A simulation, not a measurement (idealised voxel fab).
process module | voxel tone inversion
We display cut, a cross-section 210 nm in width whose square cells are each 5 nm.
How to read a cross-section here: the picture is a grid of square cells, written as bands going from the top down, and any band can span one or more rows of cells.
Per band: top height and bottom height in nm, followed by the left-to-right materials and their widths in nm; "throughout" marks a single material spanning edge to edge, "blank" marks empty space.
Height 0 is the level under which the wafer as received is all one material. The lowest band goes on downwards, as in "from 0 down".
It should be noted that a width expressed as "30->40" varies in equal increments from row to row of cells within the band, taking the value of the first number at the top row and that of the second number at the bottom row.
"nothing altered" after a step means that no cell of the cross-section changed.
Closed empty spaces (no open way to the top) of 8 cells or more are what "Closed cavities" lists, each as width x height at distance from the left edge, nm for all three.
Read whatever lies past the settings on a step's line as the simulator's own remark about the step.
For masked steps, "overlay nm" on the step line gives how far right of plan the mask actually lay; a minus sign means it lay to the left.

So here's the lineup of process steps we planned:
1) RECEIVE with material Si
2) CONFORMAL_DEP with material SiN, thk nm 10
3) DIRECTIONAL_DEP with material polySi, thk nm 20
4) PATTERN with tone cover, mask id POSTS, material resist, width nm 15, pitch nm 35, thk nm 30, overlay nm 0
5) DIRECTIONAL_ETCH with etch materials polySi, depth nm 20
6) STRIP with etch materials resist
7) FILL_DEP with material SiO2, thk nm 5
8) CMP with height nm 30
9) STRIP with etch materials polySi

Delivered wafer in cross-section: state after step 1:
- from 0 down: Si throughout
- Closed cavities: none

This is how the wafer looks in cross-section once the module is done, given the starting state and plan above and one mistake in carrying the plan out:
- from 30 to 10: blank (60)  SiO2 (15)  blank (20)  SiO2 (15)  blank (20)  SiO2 (15)  blank (65)
- from 10 to 0: SiN throughout
- from 0 down: Si throughout
- Closed cavities: none
In executing the process, a mistake was made relative to the plan: off-plan run, step 4, actual operation and settings PATTERN with tone open, mask id POSTS, material resist, width nm 15, pitch nm 35, thk nm 30, overlay nm 0
